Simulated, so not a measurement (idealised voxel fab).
Process module under the name voxel self aligned vias
Square cells of 5 nm make up the cross-section cut, whose width is 300 nm.
Cross-section layout: square cells on a grid; listed as bands, top to bottom; a band spans one or more cell rows. Read a band's entry like this: the first values are the height of its top and the height of its bottom in nm, and what follows is the sequence of materials from left to right, each with its width in nm. Note that "blank" is empty space, and that a single material marked "everywhere" reaches across the band from edge to edge. For the purposes of this specification, 0 denotes the height below which the wafer in its as-received condition is composed wholly of one material, and the lowermost band, lacking a lower limit, extends downward without end, as expressed in "0 -> down". Quick explanation for "30->40": the width changes in equal steps down the rows of cells, from the first number in the band's top row to the second number in its bottom row. Step marked "nothing was modified"? Then no cell in the cross-section changed in it. "Enclosed internal voids": empty spaces of 8 cells or more with no open way to the top, each given as width x height at distance, distance from the left edge, all in nm. The remark found on a step's line after its settings is issued by the simulator itself and pertains to that step. Steps that use a mask can have "overlay nm" on their line. It says how far the mask sat to the right of where it was meant to be. Negative means to the left.
[Below is the list of planned process steps]
1 RECEIVE, material Si
2 CONFORMAL_DEP, material SiO2, thk nm 15
3 CONFORMAL_DEP, material SiCN, thk nm 5
4 DIRECTIONAL_DEP, material lowk, thk nm 20
5 DIRECTIONAL_DEP, material aC, thk nm 10
6 PATTERN, tone open, mask id LINES, material resist, width nm 20, pitch nm 60, thk nm 30, overlay nm 0
7 DIRECTIONAL_ETCH, etch materials aC, depth nm 10
8 STRIP, etch materials resist
9 DIRECTIONAL_ETCH, etch materials lowk, depth nm 20
10 STRIP, etch materials aC
11 CONFORMAL_DEP, material TiN, thk nm 5
12 FILL_DEP, material W, thk nm 5
13 CMP, height nm 40
14 SELECTIVE_ETCH, etch materials W Ru TiN, depth nm 10
15 FILL_DEP, material SiN, thk nm 10
16 CMP, height nm 40
17 DIRECTIONAL_DEP, material lowk, thk nm 15
18 PATTERN, tone open, mask id VIAS, material resist, width nm 40, pitch nm 60, thk nm 20, overlay nm -15
19 DIRECTIONAL_ETCH, etch materials lowk, depth nm 15
20 DIRECTIONAL_ETCH, etch materials SiN, depth nm 10
21 STRIP, etch materials resist
22 CONFORMAL_DEP, material TiN, thk nm 5
23 FILL_DEP, material W, thk nm 5
24 CMP, height nm 55
25 CONFORMAL_DEP, material SiN, thk nm 5
The value of overlay nm given for step 18 in the plan refers to the first wafer; the wafers vary in this setting and are alike at the start.
[As-received state after step 1, first of several wafers, cross-section]
  0 -> down  Si everywhere
  Enclosed internal voids: none
[The table below has one row for each wafer; a row shows, as of the end of the module, how many cells of each material the wafer has gained, marked (+), or lost, marked (-), since it was received, and then the wafer's closed voids]
overlay nm -15, +60 SiCN, +64 SiN, +180 SiO2, +44 TiN, +32 W, +340 lowk, Enclosed internal voids: none
overlay nm -10, +60 SiCN, +60 SiN, +180 SiO2, +44 TiN, +36 W, +340 lowk, Enclosed internal voids: none
overlay nm -5, +60 SiCN, +60 SiN, +180 SiO2, +44 TiN, +36 W, +340 lowk, Enclosed internal voids: none
overlay nm 0, +60 SiCN, +60 SiN, +180 SiO2, +44 TiN, +36 W, +340 lowk, Enclosed internal voids: none
overlay nm 5, +60 SiCN, +60 SiN, +180 SiO2, +44 TiN, +36 W, +340 lowk, Enclosed internal voids: none
overlay nm 10, +60 SiCN, +60 SiN, +180 SiO2, +44 TiN, +36 W, +340 lowk, Enclosed internal voids: none
overlay nm 15, +60 SiCN, +64 SiN, +180 SiO2, +44 TiN, +32 W, +340 lowk, Enclosed internal voids: none
